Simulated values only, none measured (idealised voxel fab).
process module | voxel double patterning
Each square cell in cross-section cut measures 5 nm, and the section as a whole is 230 nm wide.
Format of a cross-section: grid, square cells. Given as bands. Order: top down. Band: one or more rows of cells.
Heads up on the band format: heights come first, top then bottom, in nm. After that it's the materials left to right, each with its width in nm. A single material flagged "everywhere" fills the whole band edge to edge, and "empty" means there's empty space there.
Basically, 0 is our baseline, since under it the wafer straight out of the box is all one material. The bottom band has no lower end and keeps on going down, so it looks like "0 and below".
So if you see something like "30 to 40" for the width, read it as the top row of the band sitting at the first number and the bottom row at the second, with every row in between moving by the same amount as the last.
Any step labelled "nothing altered" changed none of the cells in the cross-section.
"closed voids" contains a list of empty spaces, each no smaller than 8 cells and without an open way to the top, written in the form width x height at distance with the distance from the left edge and all three in nm.
Step line, after settings: the simulator's comment on this step.
overlay nm: how far to the right of its planned place the mask lay on this masked step (negative: to the left).
Pairs follow: section before one process step, section after it down to the lowest changed band, step with settings underneath. Pairs may come from different runs of this module on the same starting wafer; continuity with the pair above only as stated in the "Before step" entry.
Before step:
* 0 and below = Si everywhere
* closed voids: none
Post-Process View:
* 10 down to 0 = SiO2 everywhere
* Everything under 0 stays put, no change at all.
* closed voids: none
Step, pre vs post cross-sections above: CONFORMAL_DEP,material SiO2,thk nm 10
Before step: the after view from the pair directly above serves as the before view here.
Post-Process View:
* 25 down to 10 = W everywhere
* Everything under 10 stays put, no change at all.
* closed voids: none
Step, pre vs post cross-sections above: DIRECTIONAL_DEP,material W,thk nm 15
Before step: the after view from the pair directly above serves as the before view here.
Post-Process View:
* 30 down to 25 = SiCN everywhere
* Everything under 25 stays put, no change at all.
* closed voids: none
Step, pre vs post cross-sections above: DIRECTIONAL_DEP,material SiCN,thk nm 5
Before step: the after view from the pair directly above serves as the before view here.
Post-Process View:
* 30 down to 25 = SiCN 55  empty 15  SiCN 35  empty 15  SiCN 35  empty 15  SiCN 60
* Everything under 25 stays put, no change at all.
* closed voids: none
Step, pre vs post cross-sections above: MASKED_ETCH,tone open,mask id FIRST,width nm 15,pitch nm 50,etch materials SiCN,depth nm 5,overlay nm 0
Before step: the after view from the pair directly above serves as the before view here.
Post-Process View:
* 40 down to 35 = aC 55  empty 15  aC 35  empty 15  aC 35  empty 15  aC 60
* 35 down to 30 = aC everywhere
* 30 down to 25 = SiCN 55  aC 15  SiCN 35  aC 15  SiCN 35  aC 15  SiCN 60
* Everything under 25 stays put, no change at all.
* closed voids: none
Step, pre vs post cross-sections above: DIRECTIONAL_DEP,material aC,thk nm 10
Before step: the after view from the pair directly above serves as the before view here.
Post-Process View:
* 70 down to 40 = resist 80  empty 15  resist 35  empty 15  resist 85
* 40 down to 35 = aC 55  resist 15  aC 35  resist 15  aC 35  resist 15  aC 60
* Everything under 35 stays put, no change at all.
* closed voids: none
Step, pre vs post cross-sections above: PATTERN,tone open,mask id SECOND,material resist,width nm 15,pitch nm 50,thk nm 30,overlay nm 0
Before step: the after view from the pair directly above serves as the before view here.
Post-Process View:
* 60 down to 40 = resist 80  empty 15  resist 35  empty 15  resist 85
* 40 down to 35 = aC 55  resist 15  aC 10  empty 15  aC 10  resist 15  aC 10  empty 15  aC 10  resist 15  aC 60
* 35 down to 30 = aC 80  empty 15  aC 35  empty 15  aC 85
* Everything under 30 stays put, no change at all.
* closed voids: none
Step, pre vs post cross-sections above: DIRECTIONAL_ETCH,etch materials aC,depth nm 10
Before step: the after view from the pair directly above serves as the before view here.
Post-Process View:
* 40 down to 35 = aC 55  empty 15  aC 10  empty 15  aC 10  empty 15  aC 10  empty 15  aC 10  empty 15  aC 60
* Everything under 35 stays put, no change at all.
* closed voids: none
Step, pre vs post cross-sections above: STRIP,etch materials resist
Before step: the after view from the pair directly above serves as the before view here.
Post-Process View:
* 40 down to 35 = aC 55  empty 15  aC 10  empty 15  aC 10  empty 15  aC 10  empty 15  aC 10  empty 15  aC 60
* 35 down to 30 = aC 80  empty 15  aC 35  empty 15  aC 85
* 30 down to 25 = SiCN 55  aC 15  SiCN 10  empty 15  SiCN 10  aC 15  SiCN 10  empty 15  SiCN 10  aC 15  SiCN 60
* Everything under 25 stays put, no change at all.
* closed voids: none
Step, pre vs post cross-sections above: DIRECTIONAL_ETCH,etch materials SiCN,depth nm 5
Before step: the after view from the pair directly above serves as the before view here.
Post-Process View:
* 30 down to 25 = SiCN 55  empty 15  SiCN 10  empty 15  SiCN 10  empty 15  SiCN 10  empty 15  SiCN 10  empty 15  SiCN 60
* Everything under 25 stays put, no change at all.
* closed voids: none
Step, pre vs post cross-sections above: STRIP,etch materials aC
Before step: the after view from the pair directly above serves as the before view here.
Post-Process View:
* 30 down to 25 = SiCN 55  empty 15  SiCN 10  empty 15  SiCN 10  empty 15  SiCN 10  empty 15  SiCN 10  empty 15  SiCN 60
* 25 down to 10 = W 55  empty 15  W 10  empty 15  W 10  empty 15  W 10  empty 15  W 10  empty 15  W 60
* Everything under 10 stays put, no change at all.
* closed voids: none
Step, pre vs post cross-sections above: DIRECTIONAL_ETCH,etch materials W,depth nm 15
Before step: the after view from the pair directly above serves as the before view here.
Post-Process View:
* 25 down to 10 = W 55  empty 15  W 10  empty 15  W 10  empty 15  W 10  empty 15  W 10  empty 15  W 60
* Everything under 10 stays put, no change at all.
* closed voids: none
Step, pre vs post cross-sections above: STRIP,etch materials SiCN
Before step:
* 0 and below = Si everywhere
* closed voids: none
Post-Process View:
* 15 down to 0 = W everywhere
* Everything under 0 stays put, no change at all.
* closed voids: none
Step, pre vs post cross-sections above: DIRECTIONAL_DEP,material W,thk nm 15
Before step: the after view from the pair directly above serves as the before view here.
Post-Process View:
* 20 down to 15 = SiCN everywhere
* Everything under 15 stays put, no change at all.
* closed voids: none
Step, pre vs post cross-sections above: DIRECTIONAL_DEP,material SiCN,thk nm 5
Before step: the after view from the pair directly above serves as the before view here.
Post-Process View:
* 20 down to 15 = SiCN 55  empty 15  SiCN 35  empty 15  SiCN 35  empty 15  SiCN 60
* Everything under 15 stays put, no change at all.
* closed voids: none
Step, pre vs post cross-sections above: MASKED_ETCH,tone open,mask id FIRST,width nm 15,pitch nm 50,etch materials SiCN,depth nm 5,overlay nm 0
Before step: the after view from the pair directly above serves as the before view here.
Post-Process View:
* 30 down to 25 = aC 55  empty 15  aC 35  empty 15  aC 35  empty 15  aC 60
* 25 down to 20 = aC everywhere
* 20 down to 15 = SiCN 55  aC 15  SiCN 35  aC 15  SiCN 35  aC 15  SiCN 60
* Everything under 15 stays put, no change at all.
* closed voids: none
Step, pre vs post cross-sections above: DIRECTIONAL_DEP,material aC,thk nm 10
Before step: the after view from the pair directly above serves as the before view here.
Post-Process View:
* 60 down to 30 = resist 80  empty 15  resist 35  empty 15  resist 85
* 30 down to 25 = aC 55  resist 15  aC 35  resist 15  aC 35  resist 15  aC 60
* Everything under 25 stays put, no change at all.
* closed voids: none
Step, pre vs post cross-sections above: PATTERN,tone open,mask id SECOND,material resist,width nm 15,pitch nm 50,thk nm 30,overlay nm 0
Before step: the after view from the pair directly above serves as the before view here.
Post-Process View:
* 50 down to 30 = resist 80  empty 15  resist 35  empty 15  resist 85
* 30 down to 25 = aC 55  resist 15  aC 10  empty 15  aC 10  resist 15  aC 10  empty 15  aC 10  resist 15  aC 60
* 25 down to 20 = aC 80  empty 15  aC 35  empty 15  aC 85
* Everything under 20 stays put, no change at all.
* closed voids: none
Step, pre vs post cross-sections above: DIRECTIONAL_ETCH,etch materials aC,depth nm 10
Before step: the after view from the pair directly above serves as the before view here.
Post-Process View:
* 30 down to 25 = aC 55  empty 15  aC 10  empty 15  aC 10  empty 15  aC 10  empty 15  aC 10  empty 15  aC 60
* Everything under 25 stays put, no change at all.
* closed voids: none
Step, pre vs post cross-sections above: STRIP,etch materials resist
Before step: the after view from the pair directly above serves as the before view here.
Post-Process View:
* 30 down to 25 = aC 55  empty 15  aC 10  empty 15  aC 10  empty 15  aC 10  empty 15  aC 10  empty 15  aC 60
* 25 down to 20 = aC 80  empty 15  aC 35  empty 15  aC 85
* 20 down to 15 = SiCN 55  aC 15  SiCN 10  empty 15  SiCN 10  aC 15  SiCN 10  empty 15  SiCN 10  aC 15  SiCN 60
* Everything under 15 stays put, no change at all.
* closed voids: none
Step, pre vs post cross-sections above: DIRECTIONAL_ETCH,etch materials SiCN,depth nm 5
Before step: the after view from the pair directly above serves as the before view here.
Post-Process View:
* 20 down to 15 = SiCN 55  empty 15  SiCN 10  empty 15  SiCN 10  empty 15  SiCN 10  empty 15  SiCN 10  empty 15  SiCN 60
* Everything under 15 stays put, no change at all.
* closed voids: none
Step, pre vs post cross-sections above: STRIP,etch materials aC
Before step: the after view from the pair directly above serves as the before view here.
Post-Process View:
* 20 down to 15 = SiCN 55  empty 15  SiCN 10  empty 15  SiCN 10  empty 15  SiCN 10  empty 15  SiCN 10  empty 15  SiCN 60
* 15 down to 0 = W 55  empty 15  W 10  empty 15  W 10  empty 15  W 10  empty 15  W 10  empty 15  W 60
* Everything under 0 stays put, no change at all.
* closed voids: none
Step, pre vs post cross-sections above: DIRECTIONAL_ETCH,etch materials W,depth nm 15
Before step: the after view from the pair directly above serves as the before view here.
Post-Process View:
* 15 down to 0 = W 55  empty 15  W 10  empty 15  W 10  empty 15  W 10  empty 15  W 10  empty 15  W 60
* Everything under 0 stays put, no change at all.
* closed voids: none
Step, pre vs post cross-sections above: STRIP,etch materials SiCN
Before step:
* 25 down to 10 = W everywhere
* 10 down to 0 = SiO2 everywhere
* 0 and below = Si everywhere
* closed voids: none
Post-Process View:
* 40 down to 10 = W everywhere
* Everything under 10 stays put, no change at all.
* closed voids: none
Step, pre vs post cross-sections above: DIRECTIONAL_DEP,material W,thk nm 15
Before step: the after view from the pair directly above serves as the before view here.
Post-Process View:
* 45 down to 40 = SiCN everywhere
* Everything under 40 stays put, no change at all.
* closed voids: none
Step, pre vs post cross-sections above: DIRECTIONAL_DEP,material SiCN,thk nm 5
Before step: the after view from the pair directly above serves as the before view here.
Post-Process View:
* 45 down to 40 = SiCN 55  empty 15  SiCN 35  empty 15  SiCN 35  empty 15  SiCN 60
* Everything under 40 stays put, no change at all.
* closed voids: none
Step, pre vs post cross-sections above: MASKED_ETCH,tone open,mask id FIRST,width nm 15,pitch nm 50,etch materials SiCN,depth nm 5,overlay nm 0
Before step: the after view from the pair directly above serves as the before view here.
Post-Process View:
* 55 down to 50 = aC 55  empty 15  aC 35  empty 15  aC 35  empty 15  aC 60
* 50 down to 45 = aC everywhere
* 45 down to 40 = SiCN 55  aC 15  SiCN 35  aC 15  SiCN 35  aC 15  SiCN 60
* Everything under 40 stays put, no change at all.
* closed voids: none
Step, pre vs post cross-sections above: DIRECTIONAL_DEP,material aC,thk nm 10
Before step: the after view from the pair directly above serves as the before view here.
Post-Process View:
* 85 down to 55 = resist 80  empty 15  resist 35  empty 15  resist 85
* 55 down to 50 = aC 55  resist 15  aC 35  resist 15  aC 35  resist 15  aC 60
* Everything under 50 stays put, no change at all.
* closed voids: none
Step, pre vs post cross-sections above: PATTERN,tone open,mask id SECOND,material resist,width nm 15,pitch nm 50,thk nm 30,overlay nm 0
Before step: the after view from the pair directly above serves as the before view here.
Post-Process View:
* 75 down to 55 = resist 80  empty 15  resist 35  empty 15  resist 85
* 55 down to 50 = aC 55  resist 15  aC 10  empty 15  aC 10  resist 15  aC 10  empty 15  aC 10  resist 15  aC 60
* 50 down to 45 = aC 80  empty 15  aC 35  empty 15  aC 85
* Everything under 45 stays put, no change at all.
* closed voids: none
Step, pre vs post cross-sections above: DIRECTIONAL_ETCH,etch materials aC,depth nm 10
Before step: the after view from the pair directly above serves as the before view here.
Post-Process View:
* 55 down to 50 = aC 55  empty 15  aC 10  empty 15  aC 10  empty 15  aC 10  empty 15  aC 10  empty 15  aC 60
* Everything under 50 stays put, no change at all.
* closed voids: none
Step, pre vs post cross-sections above: STRIP,etch materials resist
Before step: the after view from the pair directly above serves as the before view here.
Post-Process View:
* 55 down to 50 = aC 55  empty 15  aC 10  empty 15  aC 10  empty 15  aC 10  empty 15  aC 10  empty 15  aC 60
* 50 down to 45 = aC 80  empty 15  aC 35  empty 15  aC 85
* 45 down to 40 = SiCN 55  aC 15  SiCN 10  empty 15  SiCN 10  aC 15  SiCN 10  empty 15  SiCN 10  aC 15  SiCN 60
* Everything under 40 stays put, no change at all.
* closed voids: none
Step, pre vs post cross-sections above: DIRECTIONAL_ETCH,etch materials SiCN,depth nm 5
Before step: the after view from the pair directly above serves as the before view here.
Post-Process View:
* 45 down to 40 = SiCN 55  empty 15  SiCN 10  empty 15  SiCN 10  empty 15  SiCN 10  empty 15  SiCN 10  empty 15  SiCN 60
* Everything under 40 stays put, no change at all.
* closed voids: none
Step, pre vs post cross-sections above: STRIP,etch materials aC
Before step: the after view from the pair directly above serves as the before view here.
Post-Process View:
* 45 down to 40 = SiCN 55  empty 15  SiCN 10  empty 15  SiCN 10  empty 15  SiCN 10  empty 15  SiCN 10  empty 15  SiCN 60
* 40 down to 25 = W 55  empty 15  W 10  empty 15  W 10  empty 15  W 10  empty 15  W 10  empty 15  W 60
* Everything under 25 stays put, no change at all.
* closed voids: none
Step, pre vs post cross-sections above: DIRECTIONAL_ETCH,etch materials W,depth nm 15
Before step: the after view from the pair directly above serves as the before view here.
Post-Process View:
* 40 down to 25 = W 55  empty 15  W 10  empty 15  W 10  empty 15  W 10  empty 15  W 10  empty 15  W 60
* Everything under 25 stays put, no change at all.
* closed voids: none
Step, pre vs post cross-sections above: STRIP,etch materials SiCN
Before step:
* 15 down to 0 = W everywhere
* 0 and below = Si everywhere
* closed voids: none
Post-Process View:
* 25 down to 15 = SiO2 everywhere
* Everything under 15 stays put, no change at all.
* closed voids: none
Step, pre vs post cross-sections above: CONFORMAL_DEP,material SiO2,thk nm 10
Before step: the after view from the pair directly above serves as the before view here.
Post-Process View:
* 30 down to 25 = SiCN everywhere
* Everything under 25 stays put, no change at all.
* closed voids: none
Step, pre vs post cross-sections above: DIRECTIONAL_DEP,material SiCN,thk nm 5
Before step: the after view from the pair directly above serves as the before view here.
Post-Process View:
* 30 down to 25 = SiCN 55  empty 15  SiCN 35  empty 15  SiCN 35  empty 15  SiCN 60
* Everything under 25 stays put, no change at all.
* closed voids: none
Step, pre vs post cross-sections above: MASKED_ETCH,tone open,mask id FIRST,width nm 15,pitch nm 50,etch materials SiCN,depth nm 5,overlay nm 0
Before step: the after view from the pair directly above serves as the before view here.
Post-Process View:
* 40 down to 35 = aC 55  empty 15  aC 35  empty 15  aC 35  empty 15  aC 60
* 35 down to 30 = aC everywhere
* 30 down to 25 = SiCN 55  aC 15  SiCN 35  aC 15  SiCN 35  aC 15  SiCN 60
* Everything under 25 stays put, no change at all.
* closed voids: none
Step, pre vs post cross-sections above: DIRECTIONAL_DEP,material aC,thk nm 10
Before step: the after view from the pair directly above serves as the before view here.
Post-Process View:
* 70 down to 40 = resist 80  empty 15  resist 35  empty 15  resist 85
* 40 down to 35 = aC 55  resist 15  aC 35  resist 15  aC 35  resist 15  aC 60
* Everything under 35 stays put, no change at all.
* closed voids: none
Step, pre vs post cross-sections above: PATTERN,tone open,mask id SECOND,material resist,width nm 15,pitch nm 50,thk nm 30,overlay nm 0
Before step: the after view from the pair directly above serves as the before view here.
Post-Process View:
* 60 down to 40 = resist 80  empty 15  resist 35  empty 15  resist 85
* 40 down to 35 = aC 55  resist 15  aC 10  empty 15  aC 10  resist 15  aC 10  empty 15  aC 10  resist 15  aC 60
* 35 down to 30 = aC 80  empty 15  aC 35  empty 15  aC 85
* Everything under 30 stays put, no change at all.
* closed voids: none
Step, pre vs post cross-sections above: DIRECTIONAL_ETCH,etch materials aC,depth nm 10
Before step: the after view from the pair directly above serves as the before view here.
Post-Process View:
* 40 down to 35 = aC 55  empty 15  aC 10  empty 15  aC 10  empty 15  aC 10  empty 15  aC 10  empty 15  aC 60
* Everything under 35 stays put, no change at all.
* closed voids: none
Step, pre vs post cross-sections above: STRIP,etch materials resist
Before step: the after view from the pair directly above serves as the before view here.
Post-Process View:
* 40 down to 35 = aC 55  empty 15  aC 10  empty 15  aC 10  empty 15  aC 10  empty 15  aC 10  empty 15  aC 60
* 35 down to 30 = aC 80  empty 15  aC 35  empty 15  aC 85
* 30 down to 25 = SiCN 55  aC 15  SiCN 10  empty 15  SiCN 10  aC 15  SiCN 10  empty 15  SiCN 10  aC 15  SiCN 60
* Everything under 25 stays put, no change at all.
* closed voids: none
Step, pre vs post cross-sections above: DIRECTIONAL_ETCH,etch materials SiCN,depth nm 5
Before step: the after view from the pair directly above serves as the before view here.
Post-Process View:
* 30 down to 25 = SiCN 55  empty 15  SiCN 10  empty 15  SiCN 10  empty 15  SiCN 10  empty 15  SiCN 10  empty 15  SiCN 60
* Everything under 25 stays put, no change at all.
* closed voids: none
Step, pre vs post cross-sections above: STRIP,etch materials aC
Before step: the after view from the pair directly above serves as the before view here.
Post-Process View:
* 25 down to 15 = SiO2 everywhere
* Everything under 15 stays put, no change at all.
* closed voids: none
Step, pre vs post cross-sections above: STRIP,etch materials SiCN
Before step:
* 30 down to 25 = SiCN 55  empty 15  SiCN 10  empty 15  SiCN 10  empty 15  SiCN 10  empty 15  SiCN 10  empty 15  SiCN 60
* 25 down to 10 = W everywhere
* 10 down to 0 = SiO2 everywhere
* 0 and below = Si everywhere
* closed voids: none
Post-Process View:
* 30 down to 25 = SiCN 55  empty 15  SiCN 10  empty 15  SiCN 10  empty 15  SiCN 10  empty 15  SiCN 10  empty 15  SiCN 60
* 25 down to 15 = W 55  empty 15  W 10  empty 15  W 10  empty 15  W 10  empty 15  W 10  empty 15  W 60
* Everything under 15 stays put, no change at all.
* closed voids: none
Step, pre vs post cross-sections above: DIRECTIONAL_ETCH,etch materials W,depth nm 10
Before step: the after view from the pair directly above serves as the before view here.
Post-Process View:
* 25 down to 15 = W 55  empty 15  W 10  empty 15  W 10  empty 15  W 10  empty 15  W 10  empty 15  W 60
* Everything under 15 stays put, no change at all.
* closed voids: none
Step, pre vs post cross-sections above: STRIP,etch materials SiCN
Before step:
* 30 down to 25 = SiCN everywhere
* 25 down to 10 = W everywhere
* 10 down to 0 = SiO2 everywhere
* 0 and below = Si everywhere
* closed voids: none
Post-Process View:
* 30 down to 25 = SiCN 50  empty 25  SiCN 25  empty 25  SiCN 25  empty 25  SiCN 55
* Everything under 25 stays put, no change at all.
* closed voids: none
Step, pre vs post cross-sections above: MASKED_ETCH,tone open,mask id FIRST,width nm 25,pitch nm 50,etch materials SiCN,depth nm 5,overlay nm 0
Before step: the after view from the pair directly above serves as the before view here.
Post-Process View:
* 40 down to 35 = aC 50  empty 25  aC 25  empty 25  aC 25  empty 25  aC 55
* 35 down to 30 = aC everywhere
* 30 down to 25 = SiCN 50  aC 25  SiCN 25  aC 25  SiCN 25  aC 25  SiCN 55
* Everything under 25 stays put, no change at all.
* closed voids: none
Step, pre vs post cross-sections above: DIRECTIONAL_DEP,material aC,thk nm 10
Before step: the after view from the pair directly above serves as the before view here.
Post-Process View:
* 70 down to 40 = resist 80  empty 15  resist 35  empty 15  resist 85
* 40 down to 35 = aC 50  resist 25  aC 25  resist 25  aC 25  resist 25  aC 55
* Everything under 35 stays put, no change at all.
* closed voids: none
Step, pre vs post cross-sections above: PATTERN,tone open,mask id SECOND,material resist,width nm 15,pitch nm 50,thk nm 30,overlay nm 0
Before step: the after view from the pair directly above serves as the before view here.
Post-Process View:
* 60 down to 40 = resist 80  empty 15  resist 35  empty 15  resist 85
* 40 down to 35 = aC 50  resist 25  aC 5  empty 15  aC 5  resist 25  aC 5  empty 15  aC 5  resist 25  aC 55
* 35 down to 30 = aC 80  empty 15  aC 35  empty 15  aC 85
* Everything under 30 stays put, no change at all.
* closed voids: none
Step, pre vs post cross-sections above: DIRECTIONAL_ETCH,etch materials aC,depth nm 10
Before step: the after view from the pair directly above serves as the before view here.
Post-Process View:
* 40 down to 35 = aC 50  empty 25  aC 5  empty 15  aC 5  empty 25  aC 5  empty 15  aC 5  empty 25  aC 55
* Everything under 35 stays put, no change at all.
* closed voids: none
Step, pre vs post cross-sections above: STRIP,etch materials resist
Before step: the after view from the pair directly above serves as the before view here.
Post-Process View:
* 40 down to 35 = aC 50  empty 25  aC 5  empty 15  aC 5  empty 25  aC 5  empty 15  aC 5  empty 25  aC 55
* 35 down to 30 = aC 80  empty 15  aC 35  empty 15  aC 85
* 30 down to 25 = SiCN 50  aC 25  SiCN 5  empty 15  SiCN 5  aC 25  SiCN 5  empty 15  SiCN 5  aC 25  SiCN 55
* Everything under 25 stays put, no change at all.
* closed voids: none
Step, pre vs post cross-sections above: DIRECTIONAL_ETCH,etch materials SiCN,depth nm 5
Before step: the after view from the pair directly above serves as the before view here.
Post-Process View:
* 30 down to 25 = SiCN 50  empty 25  SiCN 5  empty 15  SiCN 5  empty 25  SiCN 5  empty 15  SiCN 5  empty 25  SiCN 55
* Everything under 25 stays put, no change at all.
* closed voids: none
Step, pre vs post cross-sections above: STRIP,etch materials aC
Before step: the after view from the pair directly above serves as the before view here.
Post-Process View:
* 30 down to 25 = SiCN 50  empty 25  SiCN 5  empty 15  SiCN 5  empty 25  SiCN 5  empty 15  SiCN 5  empty 25  SiCN 55
* 25 down to 10 = W 50  empty 25  W 5  empty 15  W 5  empty 25  W 5  empty 15  W 5  empty 25  W 55
* Everything under 10 stays put, no change at all.
* closed voids: none
Step, pre vs post cross-sections above: DIRECTIONAL_ETCH,etch materials W,depth nm 15
Before step: the after view from the pair directly above serves as the before view here.
Post-Process View:
* 25 down to 10 = W 50  empty 25  W 5  empty 15  W 5  empty 25  W 5  empty 15  W 5  empty 25  W 55
* Everything under 10 stays put, no change at all.
* closed voids: none
Step, pre vs post cross-sections above: STRIP,etch materials SiCN
Before step:
* 40 down to 35 = aC 55  empty 15  aC 35  empty 15  aC 35  empty 15  aC 60
* 35 down to 30 = aC everywhere
* 30 down to 25 = SiCN 55  aC 15  SiCN 35  aC 15  SiCN 35  aC 15  SiCN 60
* 25 down to 10 = W everywhere
* 10 down to 0 = SiO2 everywhere
* 0 and below = Si everywhere
* closed voids: none
Post-Process View:
* 70 down to 40 = resist 90  empty 15  resist 35  empty 15  resist 75
* 40 down to 35 = aC 55  resist 15  aC 35  resist 15  aC 35  resist 15  aC 60
* Everything under 35 stays put, no change at all.
* closed voids: none
Step, pre vs post cross-sections above: PATTERN,tone open,mask id SECOND,material resist,width nm 15,pitch nm 50,thk nm 30,overlay nm 10
Before step: the after view from the pair directly above serves as the before view here.
Post-Process View:
* 60 down to 40 = resist 90  empty 15  resist 35  empty 15  resist 75
* 40 down to 35 = aC 55  resist 15  aC 20  empty 15  resist 15  aC 20  empty 15  resist 15  aC 60
* 35 down to 30 = aC 90  empty 15  aC 35  empty 15  aC 75
* Everything under 30 stays put, no change at all.
* closed voids: none
Step, pre vs post cross-sections above: DIRECTIONAL_ETCH,etch materials aC,depth nm 10
Before step: the after view from the pair directly above serves as the before view here.
Post-Process View:
* 40 down to 35 = aC 55  empty 15  aC 20  empty 30  aC 20  empty 30  aC 60
* Everything under 35 stays put, no change at all.
* closed voids: none
Step, pre vs post cross-sections above: STRIP,etch materials resist
Before step: the after view from the pair directly above serves as the before view here.
Post-Process View:
* 40 down to 35 = aC 55  empty 15  aC 20  empty 30  aC 20  empty 30  aC 60
* 35 down to 30 = aC 90  empty 15  aC 35  empty 15  aC 75
* 30 down to 25 = SiCN 55  aC 15  SiCN 20  empty 15  aC 15  SiCN 20  empty 15  aC 15  SiCN 60
* Everything under 25 stays put, no change at all.
* closed voids: none
Step, pre vs post cross-sections above: DIRECTIONAL_ETCH,etch materials SiCN,depth nm 5
Before step: the after view from the pair directly above serves as the before view here.
Post-Process View:
* 30 down to 25 = SiCN 55  empty 15  SiCN 20  empty 30  SiCN 20  empty 30  SiCN 60
* Everything under 25 stays put, no change at all.
* closed voids: none
Step, pre vs post cross-sections above: STRIP,etch materials aC
Before step: the after view from the pair directly above serves as the before view here.
Post-Process View:
* 30 down to 25 = SiCN 55  empty 15  SiCN 20  empty 30  SiCN 20  empty 30  SiCN 60
* 25 down to 10 = W 55  empty 15  W 20  empty 30  W 20  empty 30  W 60
* Everything under 10 stays put, no change at all.
* closed voids: none
Step, pre vs post cross-sections above: DIRECTIONAL_ETCH,etch materials W,depth nm 15
Before step: the after view from the pair directly above serves as the before view here.
Post-Process View:
* 25 down to 10 = W 55  empty 15  W 20  empty 30  W 20  empty 30  W 60
* Everything under 10 stays put, no change at all.
* closed voids: none
Step, pre vs post cross-sections above: STRIP,etch materials SiCN
Before step:
* 25 down to 10 = W everywhere
* 10 down to 0 = SiO2 everywhere
* 0 and below = Si everywhere
* closed voids: none
Post-Process View:
* 30 down to 25 = SiO2 everywhere
* Everything under 25 stays put, no change at all.
* closed voids: none
Step, pre vs post cross-sections above: DIRECTIONAL_DEP,material SiO2,thk nm 5
Before step: the after view from the pair directly above serves as the before view here.
Post-Process View:
* 40 down to 30 = aC everywhere
* Everything under 30 stays put, no change at all.
* closed voids: none
Step, pre vs post cross-sections above: DIRECTIONAL_DEP,material aC,thk nm 10
Before step: the after view from the pair directly above serves as the before view here.
Post-Process View:
* 70 down to 40 = resist 80  empty 15  resist 35  empty 15  resist 85
* Everything under 40 stays put, no change at all.
* closed voids: none
Step, pre vs post cross-sections above: PATTERN,tone open,mask id SECOND,material resist,width nm 15,pitch nm 50,thk nm 30,overlay nm 0
Before step: the after view from the pair directly above serves as the before view here.
Post-Process View:
* 60 down to 40 = resist 80  empty 15  resist 35  empty 15  resist 85
* 40 down to 30 = aC 80  empty 15  aC 35  empty 15  aC 85
* Everything under 30 stays put, no change at all.
* closed voids: none
Step, pre vs post cross-sections above: DIRECTIONAL_ETCH,etch materials aC,depth nm 10
Before step: the after view from the pair directly above serves as the before view here.
Post-Process View:
* 40 down to 30 = aC 80  empty 15  aC 35  empty 15  aC 85
* Everything under 30 stays put, no change at all.
* closed voids: none
Step, pre vs post cross-sections above: STRIP,etch materials resist
Before step: the after view from the pair directly above serves as the before view here.
Post-Process View:
* 30 down to 25 = SiO2 everywhere
* Everything under 25 stays put, no change at all.
* closed voids: none
Step, pre vs post cross-sections above: STRIP,etch materials aC
Before step:
* 40 down to 35 = aC 55  empty 15  aC 35  empty 15  aC 35  empty 15  aC 60
* 35 down to 30 = aC everywhere
* 30 down to 25 = SiCN 55  aC 15  SiCN 35  aC 15  SiCN 35  aC 15  SiCN 60
* 25 down to 10 = W everywhere
* 10 down to 0 = SiO2 everywhere
* 0 and below = Si everywhere
* closed voids: none
Post-Process View:
* 70 down to 40 = empty 80  resist 15  empty 35  resist 15  empty 85
* Everything under 40 stays put, no change at all.
* closed voids: none
Step, pre vs post cross-sections above: PATTERN,tone cover,mask id SECOND,material resist,width nm 15,pitch nm 50,thk nm 30,overlay nm 0
Before step: the after view from the pair directly above serves as the before view here.
Post-Process View:
* 60 down to 40 = empty 80  resist 15  empty 35  resist 15  empty 85
* 40 down to 30 = empty 80  aC 15  empty 35  aC 15  empty 85
* 30 down to 25 = SiCN 55  empty 15  SiCN 35  empty 15  SiCN 35  empty 15  SiCN 60
* Everything under 25 stays put, no change at all.
* closed voids: none
Step, pre vs post cross-sections above: DIRECTIONAL_ETCH,etch materials aC,depth nm 10
Before step: the after view from the pair directly above serves as the before view here.
Post-Process View:
* 40 down to 30 = empty 80  aC 15  empty 35  aC 15  empty 85
* Everything under 30 stays put, no change at all.
* closed voids: none
Step, pre vs post cross-sections above: STRIP,etch materials resist
Before step: the after view from the pair directly above serves as the before view here.
Post-Process View:
* 40 down to 30 = empty 80  aC 15  empty 35  aC 15  empty 85
* 30 down to 25 = empty 80  SiCN 15  empty 35  SiCN 15  empty 85
* Everything under 25 stays put, no change at all.
* closed voids: none
Step, pre vs post cross-sections above: DIRECTIONAL_ETCH,etch materials SiCN,depth nm 5
Before step: the after view from the pair directly above serves as the before view here.
Post-Process View:
* 30 down to 25 = empty 80  SiCN 15  empty 35  SiCN 15  empty 85
* Everything under 25 stays put, no change at all.
* closed voids: none
Step, pre vs post cross-sections above: STRIP,etch materials aC
Before step: the after view from the pair directly above serves as the before view here.
Post-Process View:
* 30 down to 25 = empty 80  SiCN 15  empty 35  SiCN 15  empty 85
* 25 down to 10 = empty 80  W 15  empty 35  W 15  empty 85
* Everything under 10 stays put, no change at all.
* closed voids: none
Step, pre vs post cross-sections above: DIRECTIONAL_ETCH,etch materials W,depth nm 15
Before step: the after view from the pair directly above serves as the before view here.
Post-Process View:
* 25 down to 10 = empty 80  W 15  empty 35  W 15  empty 85
* Everything under 10 stays put, no change at all.
* closed voids: none
Step, pre vs post cross-sections above: STRIP,etch materials SiCN
